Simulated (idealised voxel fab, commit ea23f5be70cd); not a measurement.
The name of this process module is voxel quadruple lines.
cross-section cut | 230 nm wide | cells 5 nm
If you're reading a cross-section in this doc, picture square cells in a grid; it comes to you as bands, top ones listed first down to the bottom, and a band can be one or more rows of cells.
Top height, bottom height, nm. Materials left to right, width each, nm. Single material + "all across" = fills band edge to edge. "empty" = empty.
Height is counted from the level 0, under which the received wafer is composed throughout of one material. The lowest of the bands is not closed at the bottom but continues downward, in the notation "top 0, no bottom".
A width such as "30->40" changes by the same amount from each row of cells to the next, from the band's top row to its bottom row.
You'll sometimes find "identical to before" written for a step, and that's the way of saying that nowhere in the cross-section did a cell change during that step.
"Enclosed void list": sealed empty spaces, 8 cells or more, no open way to top, listed width x height at distance, with distance from the left edge and width, height and distance in nm.
Read whatever lies past the settings on a step's line as the simulator's own remark about the step.
"overlay nm", when on a step's line for a step with a mask, measures how far to the right of its planned place the mask lay; a negative measure means to the left.

Process steps - plan:
1. RECEIVE | material Si
2. CONFORMAL_DEP | material SiO2 | thk nm 5
3. DIRECTIONAL_DEP | material TiN | thk nm 10
4. DIRECTIONAL_DEP | material polySi | thk nm 15
5. DIRECTIONAL_DEP | material aC | thk nm 20
6. PATTERN | tone cover | mask id MANDREL | material resist | width nm 25 | thk nm 25 | overlay nm 0
7. DIRECTIONAL_ETCH | etch materials aC | depth nm 20
8. STRIP | etch materials resist
9. CONFORMAL_DEP | material SiO2 | thk nm 15
10. DIRECTIONAL_ETCH | etch materials SiO2 | depth nm 15
11. STRIP | etch materials aC
12. DIRECTIONAL_ETCH | etch materials polySi | depth nm 15
13. STRIP | etch materials SiO2
14. CONFORMAL_DEP | material SiCN | thk nm 5
15. DIRECTIONAL_ETCH | etch materials SiCN | depth nm 5
16. STRIP | etch materials polySi
17. DIRECTIONAL_ETCH | etch materials TiN | depth nm 10
18. STRIP | etch materials SiCN
19. FILL_DEP | material SiO2 | thk nm 5
20. CMP | height nm 15

First wafer, as planned:

So this is the incoming wafer in cross-section - it's already been through step 1:
* top 0, no bottom  Si all across
* Enclosed void list: none

Presented here is a cross-section of the wafer after step 2 has been performed:
* top 5, bottom 0  SiO2 all across
* Everything below 0 is unchanged.

Presented here is a cross-section of the wafer after step 3 has been performed:
* top 15, bottom 5  TiN all across
* Everything below 5 is unchanged.

Presented here is a cross-section of the wafer after step 4 has been performed:
* top 30, bottom 15  polySi all across
* Everything below 15 is unchanged.

Presented here is a cross-section of the wafer after step 5 has been performed:
* top 50, bottom 30  aC all across
* Everything below 30 is unchanged.

Presented here is a cross-section of the wafer after step 6 has been performed:
* top 75, bottom 50  empty=100, resist=25, empty=105
* Everything below 50 is unchanged.

Presented here is a cross-section of the wafer after step 7 has been performed:
* top 55, bottom 50  empty=100, resist=25, empty=105
* top 50, bottom 30  empty=100, aC=25, empty=105
* Everything below 30 is unchanged.

Presented here is a cross-section of the wafer after step 8 has been performed:
* top 50, bottom 30  empty=100, aC=25, empty=105
* Everything below 30 is unchanged.

Presented here is a cross-section of the wafer after step 9 has been performed:
* top 65, bottom 50  empty=85, SiO2=55, empty=90
* top 50, bottom 45  empty=85, SiO2=15, aC=25, SiO2=15, empty=90
* top 45, bottom 30  SiO2=100, aC=25, SiO2=105
* Everything below 30 is unchanged.

Presented here is a cross-section of the wafer after step 10 has been performed:
* top 50, bottom 30  empty=85, SiO2=15, aC=25, SiO2=15, empty=90
* Everything below 30 is unchanged.

Presented here is a cross-section of the wafer after step 11 has been performed:
* top 50, bottom 30  empty=85, SiO2=15, empty=25, SiO2=15, empty=90
* Everything below 30 is unchanged.

Presented here is a cross-section of the wafer after step 12 has been performed:
* top 50, bottom 30  empty=85, SiO2=15, empty=25, SiO2=15, empty=90
* top 30, bottom 15  empty=85, polySi=15, empty=25, polySi=15, empty=90
* Everything below 15 is unchanged.

Presented here is a cross-section of the wafer after step 13 has been performed:
* top 30, bottom 15  empty=85, polySi=15, empty=25, polySi=15, empty=90
* Everything below 15 is unchanged.

Presented here is a cross-section of the wafer after step 14 has been performed:
* top 35, bottom 30  empty=80, SiCN=25, empty=15, SiCN=25, empty=85
* top 30, bottom 20  empty=80, SiCN=5, polySi=15, SiCN=5, empty=15, SiCN=5, polySi=15, SiCN=5, empty=85
* top 20, bottom 15  SiCN=85, polySi=15, SiCN=25, polySi=15, SiCN=90
* Everything below 15 is unchanged.

Presented here is a cross-section of the wafer after step 15 has been performed:
* top 30, bottom 15  empty=80, SiCN=5, polySi=15, SiCN=5, empty=15, SiCN=5, polySi=15, SiCN=5, empty=85
* Everything below 15 is unchanged.

Presented here is a cross-section of the wafer after step 16 has been performed:
* top 30, bottom 15  empty=80, SiCN=5, empty=15, SiCN=5, empty=15, SiCN=5, empty=15, SiCN=5, empty=85
* Everything below 15 is unchanged.

Presented here is a cross-section of the wafer after step 17 has been performed:
* top 30, bottom 15  empty=80, SiCN=5, empty=15, SiCN=5, empty=15, SiCN=5, empty=15, SiCN=5, empty=85
* top 15, bottom 5  empty=80, TiN=5, empty=15, TiN=5, empty=15, TiN=5, empty=15, TiN=5, empty=85
* Everything below 5 is unchanged.

Presented here is a cross-section of the wafer after step 18 has been performed:
* top 15, bottom 5  empty=80, TiN=5, empty=15, TiN=5, empty=15, TiN=5, empty=15, TiN=5, empty=85
* Everything below 5 is unchanged.

Presented here is a cross-section of the wafer after step 19 has been performed:
* top 20, bottom 15  SiO2 all across
* top 15, bottom 5  SiO2=80, TiN=5, SiO2=15, TiN=5, SiO2=15, TiN=5, SiO2=15, TiN=5, SiO2=85
* Everything below 5 is unchanged.

Presented here is a cross-section of the wafer after step 20 has been performed:
* top 15, bottom 5  SiO2=80, TiN=5, SiO2=15, TiN=5, SiO2=15, TiN=5, SiO2=15, TiN=5, SiO2=85
* Everything below 5 is unchanged.

Second wafer, same starting conditions and recipe as the first, one mistake in executing it, nothing differs from the first up to and including step 5:

Cross-section: second wafer, time at which step 6 was scheduled to end:
* top 75, bottom 50  empty=95, resist=25, empty=110
* Everything below 50 is unchanged.

Cross-section: second wafer, time at which step 7 was scheduled to end:
* top 55, bottom 50  empty=95, resist=25, empty=110
* top 50, bottom 30  empty=95, aC=25, empty=110
* Everything below 30 is unchanged.

Cross-section: second wafer, time at which step 8 was scheduled to end:
* top 50, bottom 30  empty=95, aC=25, empty=110
* Everything below 30 is unchanged.

Cross-section: second wafer, time at which step 9 was scheduled to end:
* top 65, bottom 50  empty=80, SiO2=55, empty=95
* top 50, bottom 45  empty=80, SiO2=15, aC=25, SiO2=15, empty=95
* top 45, bottom 30  SiO2=95, aC=25, SiO2=110
* Everything below 30 is unchanged.

Cross-section: second wafer, time at which step 10 was scheduled to end:
* top 50, bottom 30  empty=80, SiO2=15, aC=25, SiO2=15, empty=95
* Everything below 30 is unchanged.

Cross-section: second wafer, time at which step 11 was scheduled to end:
* top 50, bottom 30  empty=80, SiO2=15, empty=25, SiO2=15, empty=95
* Everything below 30 is unchanged.

Cross-section: second wafer, time at which step 12 was scheduled to end:
* top 50, bottom 30  empty=80, SiO2=15, empty=25, SiO2=15, empty=95
* top 30, bottom 15  empty=80, polySi=15, empty=25, polySi=15, empty=95
* Everything below 15 is unchanged.

Cross-section: second wafer, time at which step 13 was scheduled to end:
* top 30, bottom 15  empty=80, polySi=15, empty=25, polySi=15, empty=95
* Everything below 15 is unchanged.

Cross-section: second wafer, time at which step 14 was scheduled to end:
* top 35, bottom 30  empty=75, SiCN=25, empty=15, SiCN=25, empty=90
* top 30, bottom 20  empty=75, SiCN=5, polySi=15, SiCN=5, empty=15, SiCN=5, polySi=15, SiCN=5, empty=90
* top 20, bottom 15  SiCN=80, polySi=15, SiCN=25, polySi=15, SiCN=95
* Everything below 15 is unchanged.

Cross-section: second wafer, time at which step 15 was scheduled to end:
* top 30, bottom 15  empty=75, SiCN=5, polySi=15, SiCN=5, empty=15, SiCN=5, polySi=15, SiCN=5, empty=90
* Everything below 15 is unchanged.

Cross-section: second wafer, time at which step 16 was scheduled to end:
* top 30, bottom 15  empty=75, SiCN=5, empty=15, SiCN=5, empty=15, SiCN=5, empty=15, SiCN=5, empty=90
* Everything below 15 is unchanged.

Cross-section: second wafer, time at which step 17 was scheduled to end:
* top 30, bottom 15  empty=75, SiCN=5, empty=15, SiCN=5, empty=15, SiCN=5, empty=15, SiCN=5, empty=90
* top 15, bottom 5  empty=75, TiN=5, empty=15, TiN=5, empty=15, TiN=5, empty=15, TiN=5, empty=90
* Everything below 5 is unchanged.

Cross-section: second wafer, time at which step 18 was scheduled to end:
* top 15, bottom 5  empty=75, TiN=5, empty=15, TiN=5, empty=15, TiN=5, empty=15, TiN=5, empty=90
* Everything below 5 is unchanged.

Cross-section: second wafer, time at which step 19 was scheduled to end:
* top 20, bottom 15  SiO2 all across
* top 15, bottom 5  SiO2=75, TiN=5, SiO2=15, TiN=5, SiO2=15, TiN=5, SiO2=15, TiN=5, SiO2=90
* Everything below 5 is unchanged.

Cross-section: second wafer, time at which step 20 was scheduled to end:
* top 15, bottom 5  SiO2=75, TiN=5, SiO2=15, TiN=5, SiO2=15, TiN=5, SiO2=15, TiN=5, SiO2=90
* Everything below 5 is unchanged.
Deviation noted in wafer processing: step 6 was run on a setting that differed from the plan, and what really ran there is PATTERN | tone cover | mask id MANDREL | material resist | width nm 25 | thk nm 25 | overlay nm -5
By the end, you'd get the same cell count for each material on either wafer, but the second wafer puts them somewhere else.
